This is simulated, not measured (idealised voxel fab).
Name of the process module below: voxel transistor to metal
Each square cell in cross-section cut measures 5 nm, and the section as a whole is 265 nm wide.
Throughout this document, each cross-section is represented as a grid of square cells and is presented as a sequence of bands enumerated from the top downward, where a band comprises one or more rows of cells. What a band's entry tells you: where the top is and where the bottom is, as heights in nm, and after that what lies inside, material by material from left to right, each with its width in nm. Empty space is written as the word "blank", and a single material marked with the word "everywhere" occupies the band from edge to edge. Counting heights begins at 0, where everything beneath is, in the wafer as received, one material. The lowest band has no bottom; it goes on downwards, as "0..down" shows. So if you see something like "30->40" for the width, read it as the top row of the band sitting at the first number and the bottom row at the second, with every row in between moving by the same amount as the last. Any step labelled "everything unchanged" changed none of the cells in the cross-section. Any empty space of 8 cells or more lacking an open way to the top shows up in "Closed cavities" as width x height at distance, distance from the left edge, in nm. Past the settings on a step's line: simulator remark, on that step. Regarding "overlay nm": on a step with a mask, it is the distance the mask lay to the right of its planned place; a negative value places it to the left.
-- Process steps foreseen in the plan
1: op RECEIVE | material Si
2: op OXIDIZE | depth nm 5
3: op CONFORMAL_DEP | material SiN | thk nm 10
4: op DIRECTIONAL_DEP | material aC | thk nm 15
5: op PATTERN | tone cover | mask id ACTIVE | material resist | width nm 95 | pitch nm 120 | thk nm 30 | overlay nm 0
6: op DIRECTIONAL_ETCH | etch materials aC | depth nm 15
7: op STRIP | etch materials resist
8: op DIRECTIONAL_ETCH | etch materials SiN | depth nm 10
9: op DIRECTIONAL_ETCH | etch materials SiO2 | depth nm 5
10: op DIRECTIONAL_ETCH | etch materials Si | depth nm 25
11: op STRIP | etch materials aC
12: op FILL_DEP | material SiO2 | thk nm 10
13: op CMP | height nm 10
14: op SELECTIVE_ETCH | etch materials SiO2 | depth nm 10
15: op STRIP | etch materials SiN
16: op SELECTIVE_ETCH | etch materials SiO2 | depth nm 5
17: op OXIDIZE | depth nm 5
18: op DIRECTIONAL_DEP | material polySi | thk nm 30
19: op DIRECTIONAL_DEP | material SiCN | thk nm 15
20: op PATTERN | tone cover | mask id GATE | material resist | width nm 25 | pitch nm 120 | thk nm 20 | overlay nm 0
21: op DIRECTIONAL_ETCH | etch materials SiCN | depth nm 25
22: op DIRECTIONAL_ETCH | etch materials polySi | depth nm 40
23: op STRIP | etch materials resist
24: op CONFORMAL_DEP | material SiN | thk nm 10
25: op DIRECTIONAL_ETCH | etch materials SiN | depth nm 10
26: op DIRECTIONAL_ETCH | etch materials SiO2 | depth nm 5
27: op DIRECTIONAL_ETCH | etch materials Si | depth nm 10
28: op EPI | material pSi | thk nm 15
29: op FILL_DEP | material SiO2 | thk nm 10
30: op CMP | height nm 40
31: op DIRECTIONAL_DEP | material SiO2 | thk nm 15
32: op PATTERN | tone open | mask id CONTACT | material resist | width nm 25 | pitch nm 60 | thk nm 15 | overlay nm 0
33: op DIRECTIONAL_ETCH | etch materials SiO2 | depth nm 60
34: op STRIP | etch materials resist
35: op CONFORMAL_DEP | material TiN | thk nm 5
36: op FILL_DEP | material W | thk nm 5
37: op CMP | height nm 55
38: op CONFORMAL_DEP | material SiN | thk nm 5
39: op DIRECTIONAL_DEP | material lowk | thk nm 20
40: op PATTERN | tone open | mask id METAL_1 | material resist | width nm 15 | thk nm 20 | overlay nm 0
41: op DIRECTIONAL_ETCH | etch materials lowk | depth nm 20
42: op DIRECTIONAL_ETCH | etch materials SiN | depth nm 5
43: op STRIP | etch materials resist
44: op CONFORMAL_DEP | material TiN | thk nm 5
45: op FILL_DEP | material W | thk nm 10
46: op CMP | height nm 80
47: op CONFORMAL_DEP | material SiCN | thk nm 5
48: op DIRECTIONAL_DEP | material SiO2 | thk nm 30
49: op MASKED_ETCH | tone open | mask id METAL_2 | width nm 15 | pitch nm 120 | etch materials SiO2 | depth nm 20 | overlay nm 0
50: op DIRECTIONAL_DEP | material aC | thk nm 10
51: op PATTERN | tone open | mask id METAL_2_HOLES | material resist | width nm 15 | pitch nm 120 | thk nm 30 | overlay nm 0
52: op DIRECTIONAL_ETCH | etch materials aC | depth nm 10
53: op STRIP | etch materials resist
54: op DIRECTIONAL_ETCH | etch materials SiO2 | depth nm 10
55: op DIRECTIONAL_ETCH | etch materials SiCN | depth nm 5
56: op STRIP | etch materials aC
57: op CONFORMAL_DEP | material TiN | thk nm 5
58: op FILL_DEP | material Cu | thk nm 10
59: op CMP | height nm 115
60: op CONFORMAL_DEP | material SiN | thk nm 5
-- Wafer cross-section on receipt, i.e. after step 1
0..down: Si everywhere
Closed cavities: none
-- First wafer of two, sectioned at end of module; run went per plan
120..115: SiN everywhere
115..85: SiO2=30 / TiN=5 / Cu=5 / TiN=5 / SiO2=105 / TiN=5 / Cu=5 / TiN=5 / SiO2=100
85..80: SiCN=30 / TiN=15 / SiCN=105 / TiN=15 / SiCN=100
80..60: lowk=30 / TiN=5 / W=5 / TiN=5 / lowk=55 / TiN=5 / W=5 / TiN=5 / lowk=35 / TiN=5 / W=5 / TiN=5 / lowk=55 / TiN=5 / W=5 / TiN=5 / lowk=30
60..55: SiN=30 / TiN=15 / SiN=55 / TiN=15 / SiN=35 / TiN=15 / SiN=55 / TiN=15 / SiN=30
55..45: SiO2=30 / TiN=5 / W=15 / TiN=5 / SiO2=35 / TiN=5 / W=15 / TiN=5 / SiO2=35 / TiN=5 / W=15 / TiN=5 / SiO2=35 / TiN=5 / W=15 / TiN=5 / SiO2=30
45..40: SiO2=30 / TiN=5 / W=10 / TiN=10 / SiO2=35 / TiN=10 / W=10 / TiN=5 / SiO2=35 / TiN=5 / W=10 / TiN=10 / SiO2=35 / TiN=10 / W=10 / TiN=5 / SiO2=30
40..25: SiO2=30 / TiN=5 / W=10 / TiN=5 / SiN=10 / SiCN=25 / SiN=10 / TiN=5 / W=10 / TiN=5 / SiO2=35 / TiN=5 / W=10 / TiN=5 / SiN=10 / SiCN=25 / SiN=10 / TiN=5 / W=10 / TiN=5 / SiO2=30
25..10: SiO2=30 / TiN=5 / W=10 / TiN=5 / SiN=10 / polySi=25 / SiN=10 / TiN=5 / W=10 / TiN=5 / SiO2=35 / TiN=5 / W=10 / TiN=5 / SiN=10 / polySi=25 / SiN=10 / TiN=5 / W=10 / TiN=5 / SiO2=30
10..5: SiO2=30 / TiN=20 / SiN=10 / polySi=25 / SiN=10 / TiN=20 / SiO2=35 / TiN=20 / SiN=10 / polySi=25 / SiN=10 / TiN=20 / SiO2=30
5..-5: SiO2=30 / TiN=5 / pSi=15 / SiN=10 / polySi=25 / SiN=10 / pSi=15 / TiN=5 / SiO2=35 / TiN=5 / pSi=15 / SiN=10 / polySi=25 / SiN=10 / pSi=15 / TiN=5 / SiO2=30
-5..-10: SiO2=20 / pSi=30 / SiO2=45 / pSi=30 / SiO2=15 / pSi=30 / SiO2=45 / pSi=30 / SiO2=20
-10..-20: SiO2=25 / pSi=25 / Si=45 / pSi=25 / SiO2=25 / pSi=25 / Si=45 / pSi=25 / SiO2=25
-20..-30: SiO2=25 / Si=95 / SiO2=25 / Si=95 / SiO2=25
-30..down: Si everywhere
Closed cavities: none
-- Here's the second of our two wafers sectioned at module end. Same start as the first, same plan, but one mistake got made running it
120..115: SiN everywhere
115..85: SiO2=30 / TiN=5 / Cu=5 / TiN=5 / SiO2=105 / TiN=5 / Cu=5 / TiN=5 / SiO2=100
85..80: SiCN=30 / TiN=15 / SiCN=105 / TiN=15 / SiCN=100
80..60: lowk=30 / TiN=5 / W=5 / TiN=5 / lowk=55 / TiN=5 / W=5 / TiN=5 / lowk=35 / TiN=5 / W=5 / TiN=5 / lowk=55 / TiN=5 / W=5 / TiN=5 / lowk=30
60..55: SiN=30 / TiN=15 / SiN=55 / TiN=15 / SiN=35 / TiN=15 / SiN=55 / TiN=15 / SiN=30
55..45: SiO2=30 / TiN=5 / W=15 / TiN=5 / SiO2=35 / TiN=5 / W=15 / TiN=5 / SiO2=35 / TiN=5 / W=15 / TiN=5 / SiO2=35 / TiN=5 / W=15 / TiN=5 / SiO2=30
45..40: SiO2=30 / TiN=5 / W=10 / TiN=10 / SiO2=35 / TiN=10 / W=10 / TiN=5 / SiO2=35 / TiN=5 / W=10 / TiN=10 / SiO2=35 / TiN=10 / W=10 / TiN=5 / SiO2=30
40..25: SiO2=30 / TiN=5 / W=10 / TiN=5 / SiN=10 / SiCN=25 / SiN=10 / TiN=5 / W=10 / TiN=5 / SiO2=35 / TiN=5 / W=10 / TiN=5 / SiN=10 / SiCN=25 / SiN=10 / TiN=5 / W=10 / TiN=5 / SiO2=30
25..15: SiO2=30 / TiN=5 / W=10 / TiN=5 / SiN=10 / polySi=25 / SiN=10 / TiN=5 / W=10 / TiN=5 / SiO2=35 / TiN=5 / W=10 / TiN=5 / SiN=10 / polySi=25 / SiN=10 / TiN=5 / W=10 / TiN=5 / SiO2=30
15..10: SiO2=30 / TiN=20 / SiN=10 / polySi=25 / SiN=10 / TiN=20 / SiO2=35 / TiN=20 / SiN=10 / polySi=25 / SiN=10 / TiN=20 / SiO2=30
10..5: SiO2=50 / SiN=10 / polySi=25 / SiN=10 / SiO2=75 / SiN=10 / polySi=25 / SiN=10 / SiO2=50
5..-5: SiO2=35 / pSi=15 / SiN=10 / polySi=25 / SiN=10 / pSi=15 / SiO2=45 / pSi=15 / SiN=10 / polySi=25 / SiN=10 / pSi=15 / SiO2=35
-5..-10: SiO2=20 / pSi=30 / SiO2=45 / pSi=30 / SiO2=15 / pSi=30 / SiO2=45 / pSi=30 / SiO2=20
-10..-20: SiO2=25 / pSi=25 / Si=45 / pSi=25 / SiO2=25 / pSi=25 / Si=45 / pSi=25 / SiO2=25
-20..-30: SiO2=25 / Si=95 / SiO2=25 / Si=95 / SiO2=25
-30..down: Si everywhere
Closed cavities: none
what went wrong: plan step 31 ran twice
Wrapping up, a cell-based count of both wafers puts the second over or under the first for these materials: 24 more of SiO2; 16 fewer of TiN; 8 fewer of W
